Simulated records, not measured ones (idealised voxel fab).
process module | voxel transistor to metal
cross-section cut | 190 nm wide | cells 5 nm
A cross-section is a grid of square cells, given in bands from the top down. A band is one or more rows of cells.
Each band's line starts with the height of the band's top and of its bottom, in nm. Then come its materials from left to right, each with its width in nm. One material with "throughout" fills the band from edge to edge. "air" is empty space.
Height 0 is the level under which the wafer as received is all one material. The lowest band goes on downwards, as in "0 down".
A width such as "30 to 40" changes by the same amount from each row of cells to the next, from the band's top row to its bottom row.
"no change" after a step means that no cell of the cross-section changed.
closed voids: empty space of 8 cells or more with no open way to the top, each as width x height at its distance from the left edge, in nm
after a step's settings: what the simulator itself notes on the step
overlay nm, on a step with a mask: how far to the right of its planned place the mask lay; to the left if negative
plan
1 op RECEIVE | material Si
2 op CONFORMAL_DEP | material SiO2 | thk nm 5
3 op CONFORMAL_DEP | material SiN | thk nm 15
4 op MASKED_ETCH | tone cover | mask id ACTIVE | width nm 115 | etch materials SiN | depth nm 15 | overlay nm 0
5 op MASKED_ETCH | tone cover | mask id ACTIVE | width nm 115 | etch materials SiO2 | depth nm 5 | overlay nm 0
6 op MASKED_ETCH | tone cover | mask id ACTIVE | width nm 115 | etch materials Si | depth nm 30 | overlay nm 0
7 op OXIDIZE | depth nm 5
8 op FILL_DEP | material SiO2 | thk nm 10
9 op CMP | height nm 20
10 op SELECTIVE_ETCH | etch materials SiO2 | depth nm 15
11 op STRIP | etch materials SiN
12 op SELECTIVE_ETCH | etch materials SiO2 | depth nm 5
13 op OXIDIZE | depth nm 5
14 op DIRECTIONAL_DEP | material polySi | thk nm 25
15 op DIRECTIONAL_DEP | material SiCN | thk nm 10
16 op PATTERN | tone cover | mask id GATE | material resist | width nm 25 | thk nm 20 | overlay nm 0
17 op DIRECTIONAL_ETCH | etch materials SiCN | depth nm 20
18 op DIRECTIONAL_ETCH | etch materials polySi | depth nm 35
19 op STRIP | etch materials resist
20 op CONFORMAL_DEP | material SiO2 | thk nm 5
21 op DIRECTIONAL_ETCH | etch materials SiO2 | depth nm 5
22 op CONFORMAL_DEP | material SiN | thk nm 5
23 op DIRECTIONAL_ETCH | etch materials SiN | depth nm 5
24 op DIRECTIONAL_ETCH | etch materials SiO2 | depth nm 5
25 op EPI | material pSi | thk nm 5
26 op FILL_DEP | material SiO2 | thk nm 10
27 op CMP | height nm 35
28 op DIRECTIONAL_DEP | material SiO2 | thk nm 10
29 op MASKED_ETCH | tone open | mask id CONTACT | width nm 15 | pitch nm 80 | etch materials SiO2 | depth nm 45 | overlay nm 0
30 op CONFORMAL_DEP | material TiN | thk nm 5
31 op FILL_DEP | material Ru | thk nm 5
32 op CMP | height nm 45
33 op DIRECTIONAL_DEP | material TiN | thk nm 5
34 op DIRECTIONAL_DEP | material W | thk nm 25
35 op MASKED_ETCH | tone cover | mask id METAL_1 | width nm 15 | pitch nm 80 | etch materials W | depth nm 25 | overlay nm 0
36 op MASKED_ETCH | tone cover | mask id METAL_1 | width nm 15 | pitch nm 80 | etch materials TiN | depth nm 5 | overlay nm 0
37 op CONFORMAL_DEP | material SiCN | thk nm 5
38 op FILL_DEP | material SiO2 | thk nm 5
39 op CMP | height nm 75
40 op CONFORMAL_DEP | material SiN | thk nm 5
as received, after step 1
  0 down: Si throughout
  closed voids: none
a wafer at the end: this start, this plan, one mistake
  80 to 75: SiN throughout
  75 to 50: SiO2 40 | SiCN 5 | W 15 | SiCN 5 | SiO2 55 | SiCN 5 | W 15 | SiCN 5 | SiO2 45
  50 to 45: SiCN 45 | TiN 15 | SiCN 65 | TiN 15 | SiCN 50
  45 to 35: SiO2 45 | TiN 5 | Ru 5 | TiN 5 | SiO2 65 | TiN 5 | Ru 5 | TiN 5 | SiO2 50
  35 to 25: SiO2 45 | TiN 5 | Ru 5 | TiN 5 | SiO2 10 | SiN 5 | SiO2 5 | SiCN 25 | SiO2 5 | SiN 5 | SiO2 10 | TiN 5 | Ru 5 | TiN 5 | SiO2 50
  25 to 5: SiO2 45 | TiN 5 | Ru 5 | TiN 5 | SiO2 10 | SiN 5 | SiO2 5 | polySi 25 | SiO2 5 | SiN 5 | SiO2 10 | TiN 5 | Ru 5 | TiN 5 | SiO2 50
  5 to 0: SiO2 45 | TiN 15 | SiO2 10 | SiN 5 | SiO2 5 | polySi 25 | SiO2 5 | SiN 5 | SiO2 10 | TiN 15 | SiO2 50
  0 to -5: SiO2 30 | SiN 5 | SiO2 5 | pSi 30 | SiO2 45 | pSi 30 | SiO2 5 | SiN 5 | SiO2 35
  -5 to -15: SiO2 30 | SiN 5 | SiO2 10 | Si 95 | SiO2 10 | SiN 5 | SiO2 35
  -15 to -20: SiO2 45 | Si 95 | SiO2 50
  -20 to -35: SiO2 40 | Si 105 | SiO2 45
  -35 down: Si throughout
  closed voids: none
what went wrong: step 10 was run twice
